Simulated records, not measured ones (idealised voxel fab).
process module | voxel wiring stack
cross-section cut | 185 nm wide | cells 5 nm
A cross-section is a grid of square cells, given in bands from the top down. A band is one or more rows of cells.
Each band's line starts with the height of the band's top and of its bottom, in nm. Then come its materials from left to right, each with its width in nm. One material with "throughout" fills the band from edge to edge. "air" is empty space.
Height 0 is the level under which the wafer as received is all one material. The lowest band goes on downwards, as in "0 down".
A width such as "30 to 40" changes by the same amount from each row of cells to the next, from the band's top row to its bottom row.
"no change" after a step means that no cell of the cross-section changed.
closed voids: empty space of 8 cells or more with no open way to the top, each as width x height at its distance from the left edge, in nm
after a step's settings: what the simulator itself notes on the step
overlay nm, on a step with a mask: how far to the right of its planned place the mask lay; to the left if negative
plan
1 op RECEIVE | material Si
2 op CONFORMAL_DEP | material SiO2 | thk nm 15
3 op DIRECTIONAL_DEP | material TiN | thk nm 5
4 op DIRECTIONAL_DEP | material Ru | thk nm 25
5 op PATTERN | tone cover | mask id METAL_1 | material resist | width nm 30 | pitch nm 45 | thk nm 15 | overlay nm 0
6 op DIRECTIONAL_ETCH | etch materials Ru | depth nm 25
7 op DIRECTIONAL_ETCH | etch materials TiN | depth nm 5
8 op STRIP | etch materials resist
9 op CONFORMAL_DEP | material SiCN | thk nm 5
10 op FILL_DEP | material SiO2 | thk nm 5
11 op CMP | height nm 45
12 op CONFORMAL_DEP | material SiCN | thk nm 5
13 op DIRECTIONAL_DEP | material lowk | thk nm 10
14 op DIRECTIONAL_DEP | material aC | thk nm 15
15 op PATTERN | tone open | mask id PLUG_1 | material resist | width nm 15 | pitch nm 90 | thk nm 30 | overlay nm 0
16 op DIRECTIONAL_ETCH | etch materials aC | depth nm 15
17 op STRIP | etch materials resist
18 op DIRECTIONAL_ETCH | etch materials lowk | depth nm 10
19 op DIRECTIONAL_ETCH | etch materials SiCN | depth nm 5
20 op STRIP | etch materials aC
21 op EPI | material Ru | thk nm 10
22 op EPI | material Ru | thk nm 5
23 op CONFORMAL_DEP | material SiN | thk nm 5
24 op DIRECTIONAL_DEP | material lowk | thk nm 25
25 op MASKED_ETCH | tone open | mask id METAL_2 | width nm 30 | pitch nm 45 | etch materials lowk | depth nm 25 | overlay nm 0
26 op MASKED_ETCH | tone open | mask id METAL_2 | width nm 30 | pitch nm 45 | etch materials SiN | depth nm 5 | overlay nm 0
27 op CONFORMAL_DEP | material TiN | thk nm 5
28 op FILL_DEP | material Cu | thk nm 5
29 op CMP | height nm 90
30 op EPI | material Ru | thk nm 5
31 op FILL_DEP | material SiCN | thk nm 5
32 op DIRECTIONAL_DEP | material lowk | thk nm 25
33 op DIRECTIONAL_DEP | material aC | thk nm 15
34 op PATTERN | tone open | mask id METAL_3_HOLES | material resist | width nm 15 | pitch nm 45 | thk nm 35 | overlay nm 0
35 op DIRECTIONAL_ETCH | etch materials aC | depth nm 15
36 op STRIP | etch materials resist
37 op DIRECTIONAL_ETCH | etch materials lowk | depth nm 25
38 op STRIP | etch materials aC
39 op DIRECTIONAL_DEP | material aC | thk nm 10
40 op PATTERN | tone open | mask id METAL_3 | material resist | width nm 30 | pitch nm 45 | thk nm 30 | overlay nm 0
41 op DIRECTIONAL_ETCH | etch materials aC | depth nm 10
42 op STRIP | etch materials resist
43 op DIRECTIONAL_ETCH | etch materials lowk | depth nm 15
44 op DIRECTIONAL_ETCH | etch materials SiCN | depth nm 5
45 op STRIP | etch materials aC
46 op CONFORMAL_DEP | material TiN | thk nm 5
47 op FILL_DEP | material Cu | thk nm 10
48 op CMP | height nm 125
49 op CONFORMAL_DEP | material SiN | thk nm 5
first wafer, as planned
as received, after step 1
  0 down: Si throughout
  closed voids: none
after step 2
  15 to 0: SiO2 throughout
  below 0: unchanged
after step 3
  20 to 15: TiN throughout
  below 15: unchanged
after step 4
  45 to 20: Ru throughout
  below 20: unchanged
after step 5
  60 to 45: air 30 | resist 30 | air 15 | resist 30 | air 15 | resist 30 | air 35
  below 45: unchanged
after step 6
  60 to 45: air 30 | resist 30 | air 15 | resist 30 | air 15 | resist 30 | air 35
  45 to 20: air 30 | Ru 30 | air 15 | Ru 30 | air 15 | Ru 30 | air 35
  below 20: unchanged
after step 7
  60 to 45: air 30 | resist 30 | air 15 | resist 30 | air 15 | resist 30 | air 35
  45 to 20: air 30 | Ru 30 | air 15 | Ru 30 | air 15 | Ru 30 | air 35
  20 to 15: air 30 | TiN 30 | air 15 | TiN 30 | air 15 | TiN 30 | air 35
  below 15: unchanged
after step 8
  45 to 20: air 30 | Ru 30 | air 15 | Ru 30 | air 15 | Ru 30 | air 35
  below 20: unchanged
after step 9
  50 to 45: air 25 | SiCN 40 | air 5 | SiCN 40 | air 5 | SiCN 40 | air 30
  45 to 20: air 25 | SiCN 5 | Ru 30 | SiCN 5 | air 5 | SiCN 5 | Ru 30 | SiCN 5 | air 5 | SiCN 5 | Ru 30 | SiCN 5 | air 30
  20 to 15: SiCN 30 | TiN 30 | SiCN 15 | TiN 30 | SiCN 15 | TiN 30 | SiCN 35
  below 15: unchanged
after step 10
  55 to 50: SiO2 throughout
  50 to 45: SiO2 25 | SiCN 40 | SiO2 5 | SiCN 40 | SiO2 5 | SiCN 40 | SiO2 30
  45 to 20: SiO2 25 | SiCN 5 | Ru 30 | SiCN 5 | SiO2 5 | SiCN 5 | Ru 30 | SiCN 5 | SiO2 5 | SiCN 5 | Ru 30 | SiCN 5 | SiO2 30
  below 20: unchanged
after step 11
  45 to 20: SiO2 25 | SiCN 5 | Ru 30 | SiCN 5 | SiO2 5 | SiCN 5 | Ru 30 | SiCN 5 | SiO2 5 | SiCN 5 | Ru 30 | SiCN 5 | SiO2 30
  below 20: unchanged
after step 12
  50 to 45: SiCN throughout
  below 45: unchanged
after step 13
  60 to 50: lowk throughout
  below 50: unchanged
after step 14
  75 to 60: aC throughout
  below 60: unchanged
after step 15
  105 to 75: resist 30 | air 15 | resist 75 | air 15 | resist 50
  below 75: unchanged
after step 16
  90 to 75: resist 30 | air 15 | resist 75 | air 15 | resist 50
  75 to 60: aC 30 | air 15 | aC 75 | air 15 | aC 50
  below 60: unchanged
after step 17
  75 to 60: aC 30 | air 15 | aC 75 | air 15 | aC 50
  below 60: unchanged
after step 18
  75 to 60: aC 30 | air 15 | aC 75 | air 15 | aC 50
  60 to 50: lowk 30 | air 15 | lowk 75 | air 15 | lowk 50
  below 50: unchanged
after step 19
  75 to 60: aC 30 | air 15 | aC 75 | air 15 | aC 50
  60 to 50: lowk 30 | air 15 | lowk 75 | air 15 | lowk 50
  50 to 45: SiCN 30 | air 15 | SiCN 75 | air 15 | SiCN 50
  below 45: unchanged
after step 20
  60 to 50: lowk 30 | air 15 | lowk 75 | air 15 | lowk 50
  below 50: unchanged
after step 21
  60 to 55: lowk 30 | air 15 | lowk 75 | air 15 | lowk 50
  55 to 50: lowk 30 | Ru 15 | lowk 75 | Ru 15 | lowk 50
  50 to 45: SiCN 30 | Ru 15 | SiCN 75 | Ru 15 | SiCN 50
  below 45: unchanged
after step 22
  60 to 50: lowk 30 | Ru 15 | lowk 75 | Ru 15 | lowk 50
  below 50: unchanged
after step 23
  65 to 60: SiN throughout
  below 60: unchanged
after step 24
  90 to 65: lowk throughout
  below 65: unchanged
after step 25
  90 to 65: lowk 30 | air 30 | lowk 15 | air 30 | lowk 15 | air 30 | lowk 35
  below 65: unchanged
after step 26
  90 to 65: lowk 30 | air 30 | lowk 15 | air 30 | lowk 15 | air 30 | lowk 35
  65 to 60: SiN 30 | air 30 | SiN 15 | air 30 | SiN 15 | air 30 | SiN 35
  below 60: unchanged
after step 27
  95 to 90: TiN 35 | air 20 | TiN 25 | air 20 | TiN 25 | air 20 | TiN 40
  90 to 65: lowk 30 | TiN 5 | air 20 | TiN 5 | lowk 15 | TiN 5 | air 20 | TiN 5 | lowk 15 | TiN 5 | air 20 | TiN 5 | lowk 35
  65 to 60: SiN 30 | TiN 30 | SiN 15 | TiN 30 | SiN 15 | TiN 30 | SiN 35
  below 60: unchanged
after step 28
  100 to 95: Cu throughout
  95 to 90: TiN 35 | Cu 20 | TiN 25 | Cu 20 | TiN 25 | Cu 20 | TiN 40
  90 to 65: lowk 30 | TiN 5 | Cu 20 | TiN 5 | lowk 15 | TiN 5 | Cu 20 | TiN 5 | lowk 15 | TiN 5 | Cu 20 | TiN 5 | lowk 35
  below 65: unchanged
after step 29
  90 to 65: lowk 30 | TiN 5 | Cu 20 | TiN 5 | lowk 15 | TiN 5 | Cu 20 | TiN 5 | lowk 15 | TiN 5 | Cu 20 | TiN 5 | lowk 35
  below 65: unchanged
after step 30
  95 to 90: air 25 | Ru 40 | air 5 | Ru 40 | air 5 | Ru 40 | air 30
  below 90: unchanged
after step 31
  100 to 95: SiCN throughout
  95 to 90: SiCN 25 | Ru 40 | SiCN 5 | Ru 40 | SiCN 5 | Ru 40 | SiCN 30
  below 90: unchanged
after step 32
  125 to 100: lowk throughout
  below 100: unchanged
after step 33
  140 to 125: aC throughout
  below 125: unchanged
after step 34
  175 to 140: resist 30 | air 15 | resist 30 | air 15 | resist 30 | air 15 | resist 50
  below 140: unchanged
after step 35
  160 to 140: resist 30 | air 15 | resist 30 | air 15 | resist 30 | air 15 | resist 50
  140 to 125: aC 30 | air 15 | aC 30 | air 15 | aC 30 | air 15 | aC 50
  below 125: unchanged
after step 36
  140 to 125: aC 30 | air 15 | aC 30 | air 15 | aC 30 | air 15 | aC 50
  below 125: unchanged
after step 37
  140 to 125: aC 30 | air 15 | aC 30 | air 15 | aC 30 | air 15 | aC 50
  125 to 100: lowk 30 | air 15 | lowk 30 | air 15 | lowk 30 | air 15 | lowk 50
  below 100: unchanged
after step 38
  125 to 100: lowk 30 | air 15 | lowk 30 | air 15 | lowk 30 | air 15 | lowk 50
  below 100: unchanged
after step 39
  135 to 125: aC 30 | air 15 | aC 30 | air 15 | aC 30 | air 15 | aC 50
  125 to 110: lowk 30 | air 15 | lowk 30 | air 15 | lowk 30 | air 15 | lowk 50
  110 to 100: lowk 30 | aC 15 | lowk 30 | aC 15 | lowk 30 | aC 15 | lowk 50
  below 100: unchanged
after step 40
  165 to 135: resist 30 | air 30 | resist 15 | air 30 | resist 15 | air 30 | resist 35
  below 135: unchanged
after step 41
  155 to 135: resist 30 | air 30 | resist 15 | air 30 | resist 15 | air 30 | resist 35
  135 to 125: aC 30 | air 30 | aC 15 | air 30 | aC 15 | air 30 | aC 35
  125 to 100: lowk 30 | air 15 | lowk 30 | air 15 | lowk 30 | air 15 | lowk 50
  below 100: unchanged
after step 42
  135 to 125: aC 30 | air 30 | aC 15 | air 30 | aC 15 | air 30 | aC 35
  below 125: unchanged
after step 43
  135 to 125: aC 30 | air 30 | aC 15 | air 30 | aC 15 | air 30 | aC 35
  125 to 110: lowk 30 | air 30 | lowk 15 | air 30 | lowk 15 | air 30 | lowk 35
  below 110: unchanged
after step 44
  135 to 125: aC 30 | air 30 | aC 15 | air 30 | aC 15 | air 30 | aC 35
  125 to 110: lowk 30 | air 30 | lowk 15 | air 30 | lowk 15 | air 30 | lowk 35
  110 to 100: lowk 30 | air 15 | lowk 30 | air 15 | lowk 30 | air 15 | lowk 50
  100 to 95: SiCN 30 | air 15 | SiCN 30 | air 15 | SiCN 30 | air 15 | SiCN 50
  below 95: unchanged
after step 45
  125 to 110: lowk 30 | air 30 | lowk 15 | air 30 | lowk 15 | air 30 | lowk 35
  below 110: unchanged
after step 46
  130 to 125: TiN 35 | air 20 | TiN 25 | air 20 | TiN 25 | air 20 | TiN 40
  125 to 115: lowk 30 | TiN 5 | air 20 | TiN 5 | lowk 15 | TiN 5 | air 20 | TiN 5 | lowk 15 | TiN 5 | air 20 | TiN 5 | lowk 35
  115 to 110: lowk 30 | TiN 5 | air 5 | TiN 20 | lowk 15 | TiN 5 | air 5 | TiN 20 | lowk 15 | TiN 5 | air 5 | TiN 20 | lowk 35
  110 to 100: lowk 30 | TiN 5 | air 5 | TiN 5 | lowk 30 | TiN 5 | air 5 | TiN 5 | lowk 30 | TiN 5 | air 5 | TiN 5 | lowk 50
  100 to 95: SiCN 30 | TiN 15 | SiCN 30 | TiN 15 | SiCN 30 | TiN 15 | SiCN 50
  below 95: unchanged
after step 47
  140 to 130: Cu throughout
  130 to 125: TiN 35 | Cu 20 | TiN 25 | Cu 20 | TiN 25 | Cu 20 | TiN 40
  125 to 115: lowk 30 | TiN 5 | Cu 20 | TiN 5 | lowk 15 | TiN 5 | Cu 20 | TiN 5 | lowk 15 | TiN 5 | Cu 20 | TiN 5 | lowk 35
  115 to 110: lowk 30 | TiN 5 | Cu 5 | TiN 20 | lowk 15 | TiN 5 | Cu 5 | TiN 20 | lowk 15 | TiN 5 | Cu 5 | TiN 20 | lowk 35
  110 to 100: lowk 30 | TiN 5 | Cu 5 | TiN 5 | lowk 30 | TiN 5 | Cu 5 | TiN 5 | lowk 30 | TiN 5 | Cu 5 | TiN 5 | lowk 50
  below 100: unchanged
after step 48
  125 to 115: lowk 30 | TiN 5 | Cu 20 | TiN 5 | lowk 15 | TiN 5 | Cu 20 | TiN 5 | lowk 15 | TiN 5 | Cu 20 | TiN 5 | lowk 35
  below 115: unchanged
after step 49
  130 to 125: SiN throughout
  below 125: unchanged
second wafer: like start, like plan, one mistake. Through step 14 it matches the first wafer
when step 15 should have ended
  105 to 75: resist 25 | air 25 | resist 65 | air 25 | resist 45
  below 75: unchanged
when step 16 should have ended
  90 to 75: resist 25 | air 25 | resist 65 | air 25 | resist 45
  75 to 60: aC 25 | air 25 | aC 65 | air 25 | aC 45
  below 60: unchanged
when step 17 should have ended
  75 to 60: aC 25 | air 25 | aC 65 | air 25 | aC 45
  below 60: unchanged
when step 18 should have ended
  75 to 60: aC 25 | air 25 | aC 65 | air 25 | aC 45
  60 to 50: lowk 25 | air 25 | lowk 65 | air 25 | lowk 45
  below 50: unchanged
when step 19 should have ended
  75 to 60: aC 25 | air 25 | aC 65 | air 25 | aC 45
  60 to 50: lowk 25 | air 25 | lowk 65 | air 25 | lowk 45
  50 to 45: SiCN 25 | air 25 | SiCN 65 | air 25 | SiCN 45
  below 45: unchanged
when step 20 should have ended
  60 to 50: lowk 25 | air 25 | lowk 65 | air 25 | lowk 45
  below 50: unchanged
when step 21 should have ended
  60 to 55: lowk 25 | air 25 | lowk 65 | air 25 | lowk 45
  55 to 50: lowk 25 | Ru 25 | lowk 65 | Ru 25 | lowk 45
  50 to 45: SiCN 25 | Ru 25 | SiCN 65 | Ru 25 | SiCN 45
  below 45: unchanged
when step 22 should have ended
  60 to 50: lowk 25 | Ru 25 | lowk 65 | Ru 25 | lowk 45
  below 50: unchanged
when step 23 should have ended
  65 to 60: SiN throughout
  below 60: unchanged
when step 24 should have ended
  90 to 65: lowk throughout
  below 65: unchanged
when step 25 should have ended
  90 to 65: lowk 30 | air 30 | lowk 15 | air 30 | lowk 15 | air 30 | lowk 35
  below 65: unchanged
when step 26 should have ended
  90 to 65: lowk 30 | air 30 | lowk 15 | air 30 | lowk 15 | air 30 | lowk 35
  65 to 60: SiN 30 | air 30 | SiN 15 | air 30 | SiN 15 | air 30 | SiN 35
  below 60: unchanged
when step 27 should have ended
  95 to 90: TiN 35 | air 20 | TiN 25 | air 20 | TiN 25 | air 20 | TiN 40
  90 to 65: lowk 30 | TiN 5 | air 20 | TiN 5 | lowk 15 | TiN 5 | air 20 | TiN 5 | lowk 15 | TiN 5 | air 20 | TiN 5 | lowk 35
  65 to 60: SiN 30 | TiN 30 | SiN 15 | TiN 30 | SiN 15 | TiN 30 | SiN 35
  below 60: unchanged
when step 28 should have ended
  100 to 95: Cu throughout
  95 to 90: TiN 35 | Cu 20 | TiN 25 | Cu 20 | TiN 25 | Cu 20 | TiN 40
  90 to 65: lowk 30 | TiN 5 | Cu 20 | TiN 5 | lowk 15 | TiN 5 | Cu 20 | TiN 5 | lowk 15 | TiN 5 | Cu 20 | TiN 5 | lowk 35
  below 65: unchanged
when step 29 should have ended
  90 to 65: lowk 30 | TiN 5 | Cu 20 | TiN 5 | lowk 15 | TiN 5 | Cu 20 | TiN 5 | lowk 15 | TiN 5 | Cu 20 | TiN 5 | lowk 35
  below 65: unchanged
when step 30 should have ended
  95 to 90: air 25 | Ru 40 | air 5 | Ru 40 | air 5 | Ru 40 | air 30
  below 90: unchanged
when step 31 should have ended
  100 to 95: SiCN throughout
  95 to 90: SiCN 25 | Ru 40 | SiCN 5 | Ru 40 | SiCN 5 | Ru 40 | SiCN 30
  below 90: unchanged
when step 32 should have ended
  125 to 100: lowk throughout
  below 100: unchanged
when step 33 should have ended
  140 to 125: aC throughout
  below 125: unchanged
when step 34 should have ended
  175 to 140: resist 30 | air 15 | resist 30 | air 15 | resist 30 | air 15 | resist 50
  below 140: unchanged
when step 35 should have ended
  160 to 140: resist 30 | air 15 | resist 30 | air 15 | resist 30 | air 15 | resist 50
  140 to 125: aC 30 | air 15 | aC 30 | air 15 | aC 30 | air 15 | aC 50
  below 125: unchanged
when step 36 should have ended
  140 to 125: aC 30 | air 15 | aC 30 | air 15 | aC 30 | air 15 | aC 50
  below 125: unchanged
when step 37 should have ended
  140 to 125: aC 30 | air 15 | aC 30 | air 15 | aC 30 | air 15 | aC 50
  125 to 100: lowk 30 | air 15 | lowk 30 | air 15 | lowk 30 | air 15 | lowk 50
  below 100: unchanged
when step 38 should have ended
  125 to 100: lowk 30 | air 15 | lowk 30 | air 15 | lowk 30 | air 15 | lowk 50
  below 100: unchanged
when step 39 should have ended
  135 to 125: aC 30 | air 15 | aC 30 | air 15 | aC 30 | air 15 | aC 50
  125 to 110: lowk 30 | air 15 | lowk 30 | air 15 | lowk 30 | air 15 | lowk 50
  110 to 100: lowk 30 | aC 15 | lowk 30 | aC 15 | lowk 30 | aC 15 | lowk 50
  below 100: unchanged
when step 40 should have ended
  165 to 135: resist 30 | air 30 | resist 15 | air 30 | resist 15 | air 30 | resist 35
  below 135: unchanged
when step 41 should have ended
  155 to 135: resist 30 | air 30 | resist 15 | air 30 | resist 15 | air 30 | resist 35
  135 to 125: aC 30 | air 30 | aC 15 | air 30 | aC 15 | air 30 | aC 35
  125 to 100: lowk 30 | air 15 | lowk 30 | air 15 | lowk 30 | air 15 | lowk 50
  below 100: unchanged
when step 42 should have ended
  135 to 125: aC 30 | air 30 | aC 15 | air 30 | aC 15 | air 30 | aC 35
  below 125: unchanged
when step 43 should have ended
  135 to 125: aC 30 | air 30 | aC 15 | air 30 | aC 15 | air 30 | aC 35
  125 to 110: lowk 30 | air 30 | lowk 15 | air 30 | lowk 15 | air 30 | lowk 35
  below 110: unchanged
when step 44 should have ended
  135 to 125: aC 30 | air 30 | aC 15 | air 30 | aC 15 | air 30 | aC 35
  125 to 110: lowk 30 | air 30 | lowk 15 | air 30 | lowk 15 | air 30 | lowk 35
  110 to 100: lowk 30 | air 15 | lowk 30 | air 15 | lowk 30 | air 15 | lowk 50
  100 to 95: SiCN 30 | air 15 | SiCN 30 | air 15 | SiCN 30 | air 15 | SiCN 50
  below 95: unchanged
when step 45 should have ended
  125 to 110: lowk 30 | air 30 | lowk 15 | air 30 | lowk 15 | air 30 | lowk 35
  below 110: unchanged
when step 46 should have ended
  130 to 125: TiN 35 | air 20 | TiN 25 | air 20 | TiN 25 | air 20 | TiN 40
  125 to 115: lowk 30 | TiN 5 | air 20 | TiN 5 | lowk 15 | TiN 5 | air 20 | TiN 5 | lowk 15 | TiN 5 | air 20 | TiN 5 | lowk 35
  115 to 110: lowk 30 | TiN 5 | air 5 | TiN 20 | lowk 15 | TiN 5 | air 5 | TiN 20 | lowk 15 | TiN 5 | air 5 | TiN 20 | lowk 35
  110 to 100: lowk 30 | TiN 5 | air 5 | TiN 5 | lowk 30 | TiN 5 | air 5 | TiN 5 | lowk 30 | TiN 5 | air 5 | TiN 5 | lowk 50
  100 to 95: SiCN 30 | TiN 15 | SiCN 30 | TiN 15 | SiCN 30 | TiN 15 | SiCN 50
  below 95: unchanged
when step 47 should have ended
  140 to 130: Cu throughout
  130 to 125: TiN 35 | Cu 20 | TiN 25 | Cu 20 | TiN 25 | Cu 20 | TiN 40
  125 to 115: lowk 30 | TiN 5 | Cu 20 | TiN 5 | lowk 15 | TiN 5 | Cu 20 | TiN 5 | lowk 15 | TiN 5 | Cu 20 | TiN 5 | lowk 35
  115 to 110: lowk 30 | TiN 5 | Cu 5 | TiN 20 | lowk 15 | TiN 5 | Cu 5 | TiN 20 | lowk 15 | TiN 5 | Cu 5 | TiN 20 | lowk 35
  110 to 100: lowk 30 | TiN 5 | Cu 5 | TiN 5 | lowk 30 | TiN 5 | Cu 5 | TiN 5 | lowk 30 | TiN 5 | Cu 5 | TiN 5 | lowk 50
  below 100: unchanged
when step 48 should have ended
  125 to 115: lowk 30 | TiN 5 | Cu 20 | TiN 5 | lowk 15 | TiN 5 | Cu 20 | TiN 5 | lowk 15 | TiN 5 | Cu 20 | TiN 5 | lowk 35
  below 115: unchanged
when step 49 should have ended
  130 to 125: SiN throughout
  below 125: unchanged
what went wrong: step 15 ran as: op PATTERN | tone open | mask id PLUG_1 | material resist | width nm 25 | pitch nm 90 | thk nm 30 | overlay nm 0
at the end the second wafer has, in cells: 12 more of Ru | 4 fewer of SiCN | 8 fewer of lowk
